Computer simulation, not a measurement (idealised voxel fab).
You're looking at the process module voxel spacer lines.
cross-section cut | 205 nm wide | cells 5 nm
Cross-sections here: square-cell grids, written as top-down lists of bands, a band being one or more rows of cells. The band entry comprises the height of the band's top followed by the height of its bottom, expressed in nm, and subsequently the band's materials from left to right, each stated together with its width in nm. Where a single material is marked with the word "full width", that material fills the band from edge to edge. The word "air" represents empty space. For the purposes of this specification, 0 denotes the height below which the wafer in its as-received condition is composed wholly of one material, and the lowermost band, lacking a lower limit, extends downward without end, as expressed in "0 -> down". Note: "30 to 40" means the width goes from the first number (top row of the band) to the second number (bottom row) in equal steps per row of cells. "remained the same" -> step changed no cross-section cell. "Closed void register" contains a list of empty spaces, each no smaller than 8 cells and without an open way to the top, written in the form width x height at distance with the distance from the left edge and all three in nm. That trailing text on a step's line, after the settings, is the simulator's own remark on the step. overlay nm: mask right of planned place by this much (step with mask). Neg. = left.
The process steps that were planned are listed below:
- 1: RECEIVE (material Si)
- 2: CONFORMAL_DEP (material Al2O3; thk nm 10)
- 3: DIRECTIONAL_DEP (material SiN; thk nm 20)
- 4: DIRECTIONAL_DEP (material polySi; thk nm 20)
- 5: PATTERN (tone cover; mask id MANDREL; material resist; width nm 20; pitch nm 70; thk nm 30; overlay nm 0)
- 6: DIRECTIONAL_ETCH (etch materials polySi; depth nm 20)
- 7: STRIP (etch materials resist)
- 8: CONFORMAL_DEP (material SiO2; thk nm 15)
- 9: DIRECTIONAL_ETCH (etch materials SiO2; depth nm 15)
- 10: STRIP (etch materials polySi)
- 11: DIRECTIONAL_ETCH (etch materials SiN; depth nm 20)
- 12: STRIP (etch materials SiO2)
Delivered wafer in cross-section: state after step 1:
  0 -> down: Si full width
  Closed void register: none
The following cross-section depicts the wafer upon conclusion of the module. Processing commenced from the starting condition illustrated above and adhered to the plan illustrated above, save for one mistake in execution:
  50 -> 30: 5 nm air  15 nm SiN  20 nm air  15 nm SiN  20 nm air  15 nm SiN  20 nm air  15 nm SiN  20 nm air  15 nm SiN  20 nm air  15 nm SiN  10 nm air
  30 -> 10: SiN full width
  10 -> 0: Al2O3 full width
  0 -> down: Si full width
  Closed void register: none
Plan not followed: regarding the plan, step 3 was run twice
